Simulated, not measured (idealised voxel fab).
Herein follows the process module entitled voxel gate over fins.
FYI the section here is cut, 210 nm wide, cells are 5 nm squares.
Square cells in a grid make up a cross-section in this document, and the grid is given as bands, listed from the top down, each one or more rows of cells.
What a band's entry tells you: where the top is and where the bottom is, as heights in nm, and after that what lies inside, material by material from left to right, each with its width in nm. Empty space is written as the word "blank", and a single material marked with the word "everywhere" occupies the band from edge to edge.
Heights are measured from 0, the level below which the as-received wafer is all one material; the lowest band has no bottom and continues downward, written as in "0 and below".
A width such as "30 to 40" changes by the same amount from each row of cells to the next, from the band's top row to its bottom row.
Where a step carries "all unchanged", the cross-section came out of it unchanged, cell for cell.
Under "Closed empty spaces" you'll find the enclosed gaps, the ones with no way out to the top, that are 8 cells or bigger; each reads width x height at distance, with distance counted from the left edge, everything in nm.
Where a step's line continues beyond its settings, the continuation is a remark by the simulator itself on that step.
You can add "overlay nm" to a step's line. For a step with a mask, it describes how far the mask lay to the right of its planned position, and a negative number describes a lay to the left.

-- So here's the lineup of process steps we planned
1) op RECEIVE | material Si
2) op CONFORMAL_DEP | material SiN | thk nm 10
3) op MASKED_ETCH | tone cover | mask id FINS | width nm 15 | pitch nm 35 | etch materials SiN | depth nm 10 | overlay nm 0
4) op MASKED_ETCH | tone cover | mask id FINS | width nm 15 | pitch nm 35 | etch materials Si | depth nm 40 | overlay nm 0
5) op OXIDIZE | depth nm 5
6) op FILL_DEP | material SiO2 | thk nm 10
7) op CMP | height nm 10
8) op SELECTIVE_ETCH | etch materials SiO2 | depth nm 20
9) op STRIP | etch materials SiN
10) op CONFORMAL_DEP | material HfO2 | thk nm 5
11) op CONFORMAL_DEP | material TiN | thk nm 5
12) op FILL_DEP | material W | thk nm 10
13) op CMP | height nm 15
14) op CONFORMAL_DEP | material SiCN | thk nm 10

-- Run as planned: first of two wafers

-- As-received state of the wafer in cross-section, equivalent to post-step 1
> 0 and below = Si everywhere
> Closed empty spaces: none

-- You're looking at a cross-section of the wafer after step 2
> 10 down to 0 = SiN everywhere
> No changes below 0.

-- You're looking at a cross-section of the wafer after step 3
> 10 down to 0 = blank=80  SiN=15  blank=20  SiN=15  blank=80
> No changes below 0.

-- You're looking at a cross-section of the wafer after step 4
> 10 down to 0 = blank=80  SiN=15  blank=20  SiN=15  blank=80
> 0 down to -40 = blank=80  Si=15  blank=20  Si=15  blank=80
> No changes below -40.

-- You're looking at a cross-section of the wafer after step 5
> 10 down to 0 = blank=80  SiN=15  blank=20  SiN=15  blank=80
> 0 down to -40 = blank=80  SiO2=5  Si=5  SiO2=5  blank=20  SiO2=5  Si=5  SiO2=5  blank=80
> -40 down to -45 = SiO2=85  Si=5  SiO2=30  Si=5  SiO2=85
> No changes below -45.

-- You're looking at a cross-section of the wafer after step 6
> 20 down to 10 = SiO2 everywhere
> 10 down to 0 = SiO2=80  SiN=15  SiO2=20  SiN=15  SiO2=80
> 0 down to -45 = SiO2=85  Si=5  SiO2=30  Si=5  SiO2=85
> No changes below -45.

-- You're looking at a cross-section of the wafer after step 7
> 10 down to 0 = SiO2=80  SiN=15  SiO2=20  SiN=15  SiO2=80
> No changes below 0.

-- You're looking at a cross-section of the wafer after step 8
> 10 down to 0 = blank=80  SiN=15  blank=20  SiN=15  blank=80
> 0 down to -10 = blank=85  Si=5  blank=30  Si=5  blank=85
> No changes below -10.

-- You're looking at a cross-section of the wafer after step 9
> 0 down to -10 = blank=85  Si=5  blank=30  Si=5  blank=85
> No changes below -10.

-- You're looking at a cross-section of the wafer after step 10
> 5 down to 0 = blank=80  HfO2=15  blank=20  HfO2=15  blank=80
> 0 down to -5 = blank=80  HfO2=5  Si=5  HfO2=5  blank=20  HfO2=5  Si=5  HfO2=5  blank=80
> -5 down to -10 = HfO2=85  Si=5  HfO2=30  Si=5  HfO2=85
> No changes below -10.

-- You're looking at a cross-section of the wafer after step 11
> 10 down to 5 = blank=75  TiN=25  blank=10  TiN=25  blank=75
> 5 down to 0 = blank=75  TiN=5  HfO2=15  TiN=5  blank=10  TiN=5  HfO2=15  TiN=5  blank=75
> 0 down to -5 = TiN=80  HfO2=5  Si=5  HfO2=5  TiN=20  HfO2=5  Si=5  HfO2=5  TiN=80
> No changes below -5.

-- You're looking at a cross-section of the wafer after step 12
> 20 down to 10 = W everywhere
> 10 down to 5 = W=75  TiN=25  W=10  TiN=25  W=75
> 5 down to 0 = W=75  TiN=5  HfO2=15  TiN=5  W=10  TiN=5  HfO2=15  TiN=5  W=75
> No changes below 0.

-- You're looking at a cross-section of the wafer after step 13
> 15 down to 10 = W everywhere
> No changes below 10.

-- You're looking at a cross-section of the wafer after step 14
> 25 down to 15 = SiCN everywhere
> No changes below 15.

-- The Second Wafer: Common Origin and Plan, One Mistake in Execution, Identical to the First Through Step 13

-- Second wafer shown in cross-section at the time step 14 was slated to end
> 30 down to 15 = SiCN everywhere
> No changes below 15.
Where did the run depart from the plan? rather than as planned, step 14 actually ran as op CONFORMAL_DEP | material SiCN | thk nm 15
Once processing is complete, comparing cell counts shows that the second wafer has more or fewer of certain materials than the first: SiCN: 42 more
